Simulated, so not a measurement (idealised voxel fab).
process module | voxel self aligned vias
cross-section cut | 265 nm wide | cells 5 nm
A cross-section is a grid of square cells, given in bands from the top down. A band is one or more rows of cells.
Each band's line starts with the height of the band's top and of its bottom, in nm. Then come its materials from left to right, each with its width in nm. One material with "throughout" fills the band from edge to edge. "air" is empty space.
Height 0 is the level under which the wafer as received is all one material. The lowest band goes on downwards, as in "0 down".
A width such as "30 to 40" changes by the same amount from each row of cells to the next, from the band's top row to its bottom row.
"no change" after a step means that no cell of the cross-section changed.
closed voids: empty space of 8 cells or more with no open way to the top, each as width x height at its distance from the left edge, in nm
after a step's settings: what the simulator itself notes on the step
overlay nm, on a step with a mask: how far to the right of its planned place the mask lay; to the left if negative
Each pair below shows a cross-section before one step and the cross-section after it, down to the lowest band that changed. The line under each pair gives the step between them, with its settings. The pairs can come from different runs of this module on the same starting wafer, so a pair continues from the pair above only where its "before" says so.
before
  75 to 70: Ru throughout
  70 to 65: TiN 55 | Ru 35 | TiN 25 | Ru 35 | TiN 25 | Ru 35 | TiN 55
  65 to 55: SiO2 50 | TiN 5 | Ru 35 | TiN 5 | SiO2 15 | TiN 5 | Ru 35 | TiN 5 | SiO2 15 | TiN 5 | Ru 35 | TiN 5 | SiO2 50
  55 to 45: SiO2 50 to 70 | TiN 25 to 5 | Ru 15 | TiN 5 | SiO2 15 to 35 | TiN 25 to 5 | Ru 15 | TiN 5 | SiO2 15 to 35 | TiN 25 to 5 | Ru 15 | TiN 5 | SiO2 50
  45 to 40: SiO2 70 | TiN 25 | SiO2 35 | TiN 25 | SiO2 35 | TiN 25 | SiO2 50
  40 to 25: SiO2 70 | TiN 5 | W 15 | TiN 5 | SiO2 35 | TiN 5 | W 15 | TiN 5 | SiO2 35 | TiN 5 | W 15 | TiN 5 | SiO2 50
  25 to 20: SiO2 70 | TiN 25 | SiO2 35 | TiN 25 | SiO2 35 | TiN 25 | SiO2 50
  20 to 15: SiCN throughout
  15 to 0: SiO2 throughout
  0 down: Si throughout
  closed voids: none
after
  65 to 55: SiO2 50 | TiN 5 | Ru 35 | TiN 5 | SiO2 15 | TiN 5 | Ru 35 | TiN 5 | SiO2 15 | TiN 5 | Ru 35 | TiN 5 | SiO2 50
  below 55: unchanged
  closed voids: none
the step between: op CMP | height nm 65
before: the cross-section after the pair above
after
  70 to 65: SiCN throughout
  below 65: unchanged
  closed voids: none
the step between: op CONFORMAL_DEP | material SiCN | thk nm 5
before
  55 to 50: TiN 65 | air 15 | TiN 45 | air 15 | TiN 45 | air 15 | TiN 65
  50 to 25: SiO2 60 | TiN 5 | air 15 | TiN 5 | SiO2 35 | TiN 5 | air 15 | TiN 5 | SiO2 35 | TiN 5 | air 15 | TiN 5 | SiO2 60
  25 to 20: SiO2 60 | TiN 25 | SiO2 35 | TiN 25 | SiO2 35 | TiN 25 | SiO2 60
  20 to 15: SiCN throughout
  15 to 0: SiO2 throughout
  0 down: Si throughout
  closed voids: none
after
  60 to 55: SiCN throughout
  55 to 50: TiN 65 | SiCN 15 | TiN 45 | SiCN 15 | TiN 45 | SiCN 15 | TiN 65
  50 to 25: SiO2 60 | TiN 5 | SiCN 15 | TiN 5 | SiO2 35 | TiN 5 | SiCN 15 | TiN 5 | SiO2 35 | TiN 5 | SiCN 15 | TiN 5 | SiO2 60
  below 25: unchanged
  closed voids: none
the step between: op FILL_DEP | material SiCN | thk nm 5
before: the cross-section after the pair above
after
  50 to 25: SiO2 60 | TiN 5 | SiCN 15 | TiN 5 | SiO2 35 | TiN 5 | SiCN 15 | TiN 5 | SiO2 35 | TiN 5 | SiCN 15 | TiN 5 | SiO2 60
  below 25: unchanged
  closed voids: none
the step between: op CMP | height nm 50
before: the cross-section after the pair above
after
  50 to 40: SiO2 60 | air 5 | SiCN 15 | air 5 | SiO2 35 | air 5 | SiCN 15 | air 5 | SiO2 35 | air 5 | SiCN 15 | air 5 | SiO2 60
  below 40: unchanged
  closed voids: none
the step between: op SELECTIVE_ETCH | etch materials W Ru TiN | depth nm 10
before: the cross-section after the pair above
after
  60 to 50: SiN throughout
  50 to 40: SiO2 60 | SiN 5 | SiCN 15 | SiN 5 | SiO2 35 | SiN 5 | SiCN 15 | SiN 5 | SiO2 35 | SiN 5 | SiCN 15 | SiN 5 | SiO2 60
  below 40: unchanged
  closed voids: none
the step between: op FILL_DEP | material SiN | thk nm 10
before: the cross-section after the pair above
after
  50 to 40: SiO2 60 | SiN 5 | SiCN 15 | SiN 5 | SiO2 35 | SiN 5 | SiCN 15 | SiN 5 | SiO2 35 | SiN 5 | SiCN 15 | SiN 5 | SiO2 60
  below 40: unchanged
  closed voids: none
the step between: op CMP | height nm 50
before: the cross-section after the pair above
after
  65 to 50: SiO2 throughout
  below 50: unchanged
  closed voids: none
the step between: op DIRECTIONAL_DEP | material SiO2 | thk nm 15
before: the cross-section after the pair above
after
  65 to 50: SiO2 50 | air 45 | SiO2 15 | air 45 | SiO2 15 | air 45 | SiO2 50
  below 50: unchanged
  closed voids: none
the step between: op MASKED_ETCH | tone open | mask id VIAS | width nm 45 | pitch nm 60 | etch materials SiO2 | depth nm 15 | overlay nm 0
before: the cross-section after the pair above
after
  65 to 50: SiO2 50 | air 45 | SiO2 15 | air 45 | SiO2 15 | air 45 | SiO2 50
  50 to 40: SiO2 60 | air 5 | SiCN 15 | air 5 | SiO2 35 | air 5 | SiCN 15 | air 5 | SiO2 35 | air 5 | SiCN 15 | air 5 | SiO2 60
  below 40: unchanged
  closed voids: none
the step between: op MASKED_ETCH | tone open | mask id VIAS | width nm 45 | pitch nm 60 | etch materials SiN | depth nm 10 | overlay nm 0
before: the cross-section after the pair above
after
  70 to 65: TiN 55 | air 35 | TiN 25 | air 35 | TiN 25 | air 35 | TiN 55
  65 to 55: SiO2 50 | TiN 5 | air 35 | TiN 5 | SiO2 15 | TiN 5 | air 35 | TiN 5 | SiO2 15 | TiN 5 | air 35 | TiN 5 | SiO2 50
  55 to 50: SiO2 50 | TiN 45 | SiO2 15 | TiN 45 | SiO2 15 | TiN 45 | SiO2 50
  50 to 25: SiO2 60 | TiN 5 | SiCN 15 | TiN 5 | SiO2 35 | TiN 5 | SiCN 15 | TiN 5 | SiO2 35 | TiN 5 | SiCN 15 | TiN 5 | SiO2 60
  below 25: unchanged
  closed voids: none
the step between: op CONFORMAL_DEP | material TiN | thk nm 5
before: the cross-section after the pair above
after
  75 to 70: Ru throughout
  70 to 65: TiN 55 | Ru 35 | TiN 25 | Ru 35 | TiN 25 | Ru 35 | TiN 55
  65 to 55: SiO2 50 | TiN 5 | Ru 35 | TiN 5 | SiO2 15 | TiN 5 | Ru 35 | TiN 5 | SiO2 15 | TiN 5 | Ru 35 | TiN 5 | SiO2 50
  below 55: unchanged
  closed voids: none
the step between: op FILL_DEP | material Ru | thk nm 5
before: the cross-section after the pair above
after
  65 to 55: SiO2 50 | TiN 5 | Ru 35 | TiN 5 | SiO2 15 | TiN 5 | Ru 35 | TiN 5 | SiO2 15 | TiN 5 | Ru 35 | TiN 5 | SiO2 50
  below 55: unchanged
  closed voids: none
the step between: op CMP | height nm 65
before: the cross-section after the pair above
after
  70 to 65: SiCN throughout
  below 65: unchanged
  closed voids: none
the step between: op CONFORMAL_DEP | material SiCN | thk nm 5
before
  65 to 50: SiO2 throughout
  50 to 40: SiO2 60 | SiN 25 | SiO2 35 | SiN 25 | SiO2 35 | SiN 25 | SiO2 60
  40 to 25: SiO2 60 | TiN 5 | W 15 | TiN 5 | SiO2 35 | TiN 5 | W 15 | TiN 5 | SiO2 35 | TiN 5 | W 15 | TiN 5 | SiO2 60
  25 to 20: SiO2 60 | TiN 25 | SiO2 35 | TiN 25 | SiO2 35 | TiN 25 | SiO2 60
  20 to 15: SiCN throughout
  15 to 0: SiO2 throughout
  0 down: Si throughout
  closed voids: none
after
  65 to 50: air 50 | SiO2 45 | air 15 | SiO2 45 | air 15 | SiO2 45 | air 50
  below 50: unchanged
  closed voids: none
the step between: op MASKED_ETCH | tone cover | mask id VIAS | width nm 45 | pitch nm 60 | etch materials SiO2 | depth nm 15 | overlay nm 0
before: the cross-section after the pair above
after
  70 to 65: air 45 | TiN 55 | air 5 | TiN 55 | air 5 | TiN 55 | air 45
  65 to 55: air 45 | TiN 5 | SiO2 45 | TiN 5 | air 5 | TiN 5 | SiO2 45 | TiN 5 | air 5 | TiN 5 | SiO2 45 | TiN 5 | air 45
  55 to 50: TiN 50 | SiO2 45 | TiN 15 | SiO2 45 | TiN 15 | SiO2 45 | TiN 50
  below 50: unchanged
  closed voids: none
the step between: op CONFORMAL_DEP | material TiN | thk nm 5
before: the cross-section after the pair above
after
  75 to 70: Ru throughout
  70 to 65: Ru 45 | TiN 55 | Ru 5 | TiN 55 | Ru 5 | TiN 55 | Ru 45
  65 to 55: Ru 45 | TiN 5 | SiO2 45 | TiN 5 | Ru 5 | TiN 5 | SiO2 45 | TiN 5 | Ru 5 | TiN 5 | SiO2 45 | TiN 5 | Ru 45
  below 55: unchanged
  closed voids: none
the step between: op FILL_DEP | material Ru | thk nm 5
before: the cross-section after the pair above
after
  65 to 55: Ru 45 | TiN 5 | SiO2 45 | TiN 5 | Ru 5 | TiN 5 | SiO2 45 | TiN 5 | Ru 5 | TiN 5 | SiO2 45 | TiN 5 | Ru 45
  below 55: unchanged
  closed voids: none
the step between: op CMP | height nm 65
before: the cross-section after the pair above
after
  70 to 65: SiCN throughout
  below 65: unchanged
  closed voids: none
the step between: op CONFORMAL_DEP | material SiCN | thk nm 5
